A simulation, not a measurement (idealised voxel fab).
process module | voxel ribs on slabs
cross-section cut | 190 nm wide | cells 5 nm
A cross-section is a grid of square cells, given in bands from the top down. A band is one or more rows of cells.
Each band's line starts with the height of the band's top and of its bottom, in nm. Then come its materials from left to right, each with its width in nm. One material with "throughout" fills the band from edge to edge. "air" is empty space.
Height 0 is the level under which the wafer as received is all one material. The lowest band goes on downwards, as in "0 down".
A width such as "30 to 40" changes by the same amount from each row of cells to the next, from the band's top row to its bottom row.
"no change" after a step means that no cell of the cross-section changed.
closed voids: empty space of 8 cells or more with no open way to the top, each as width x height at its distance from the left edge, in nm
after a step's settings: what the simulator itself notes on the step
overlay nm, on a step with a mask: how far to the right of its planned place the mask lay; to the left if negative
plan
1 op RECEIVE | material Si
2 op DIRECTIONAL_DEP | material SiO2 | thk nm 20
3 op DIRECTIONAL_DEP | material polySi | thk nm 25
4 op DIRECTIONAL_DEP | material aC | thk nm 10
5 op PATTERN | tone cover | mask id RIB | material resist | width nm 25 | thk nm 25 | overlay nm 0
6 op DIRECTIONAL_ETCH | etch materials aC | depth nm 10
7 op STRIP | etch materials resist
8 op DIRECTIONAL_ETCH | etch materials polySi | depth nm 10
9 op STRIP | etch materials aC
10 op PATTERN | tone cover | mask id SLAB | material resist | width nm 75 | thk nm 20 | overlay nm 0
11 op DIRECTIONAL_ETCH | etch materials polySi | depth nm 15
12 op STRIP | etch materials resist
13 op FILL_DEP | material SiO2 | thk nm 25
14 op CMP | height nm 65
15 op DIRECTIONAL_DEP | material W | thk nm 5
16 op MASKED_ETCH | tone cover | mask id HEATER | width nm 35 | etch materials W | depth nm 5 | overlay nm 0
17 op CONFORMAL_DEP | material SiN | thk nm 5
first wafer, as planned
as received, after step 1
  0 down: Si throughout
  closed voids: none
after step 2
  20 to 0: SiO2 throughout
  below 0: unchanged
after step 3
  45 to 20: polySi throughout
  below 20: unchanged
after step 4
  55 to 45: aC throughout
  below 45: unchanged
after step 5
  80 to 55: air 80 | resist 25 | air 85
  below 55: unchanged
after step 6
  70 to 55: air 80 | resist 25 | air 85
  55 to 45: air 80 | aC 25 | air 85
  below 45: unchanged
after step 7
  55 to 45: air 80 | aC 25 | air 85
  below 45: unchanged
after step 8
  55 to 45: air 80 | aC 25 | air 85
  45 to 35: air 80 | polySi 25 | air 85
  below 35: unchanged
after step 9
  45 to 35: air 80 | polySi 25 | air 85
  below 35: unchanged
after step 10
  65 to 45: air 55 | resist 75 | air 60
  45 to 35: air 55 | resist 25 | polySi 25 | resist 25 | air 60
  below 35: unchanged
after step 11
  65 to 45: air 55 | resist 75 | air 60
  45 to 35: air 55 | resist 25 | polySi 25 | resist 25 | air 60
  35 to 20: air 55 | polySi 75 | air 60
  below 20: unchanged
after step 12
  45 to 35: air 80 | polySi 25 | air 85
  below 35: unchanged
after step 13
  70 to 45: SiO2 throughout
  45 to 35: SiO2 80 | polySi 25 | SiO2 85
  35 to 20: SiO2 55 | polySi 75 | SiO2 60
  below 20: unchanged
after step 14
  65 to 45: SiO2 throughout
  below 45: unchanged
after step 15
  70 to 65: W throughout
  below 65: unchanged
after step 16
  70 to 65: air 75 | W 35 | air 80
  below 65: unchanged
after step 17
  75 to 70: air 70 | SiN 45 | air 75
  70 to 65: SiN 75 | W 35 | SiN 80
  below 65: unchanged
second wafer: like start, like plan, one mistake. Through step 9 it matches the first wafer
when step 10 should have ended
  65 to 45: air 60 | resist 75 | air 55
  45 to 35: air 60 | resist 20 | polySi 25 | resist 30 | air 55
  below 35: unchanged
when step 11 should have ended
  65 to 45: air 60 | resist 75 | air 55
  45 to 35: air 60 | resist 20 | polySi 25 | resist 30 | air 55
  35 to 20: air 60 | polySi 75 | air 55
  below 20: unchanged
when step 12 should have ended
  45 to 35: air 80 | polySi 25 | air 85
  below 35: unchanged
when step 13 should have ended
  70 to 45: SiO2 throughout
  45 to 35: SiO2 80 | polySi 25 | SiO2 85
  35 to 20: SiO2 60 | polySi 75 | SiO2 55
  below 20: unchanged
when step 14 should have ended
  65 to 45: SiO2 throughout
  below 45: unchanged
when step 15 should have ended
  70 to 65: W throughout
  below 65: unchanged
when step 16 should have ended
  70 to 65: air 75 | W 35 | air 80
  below 65: unchanged
when step 17 should have ended
  75 to 70: air 70 | SiN 45 | air 75
  70 to 65: SiN 75 | W 35 | SiN 80
  below 65: unchanged
what went wrong: step 10 ran as: op PATTERN | tone cover | mask id SLAB | material resist | width nm 75 | thk nm 20 | overlay nm 5
at the end the second wafer has, in cells: as many of each material as the first, in other places
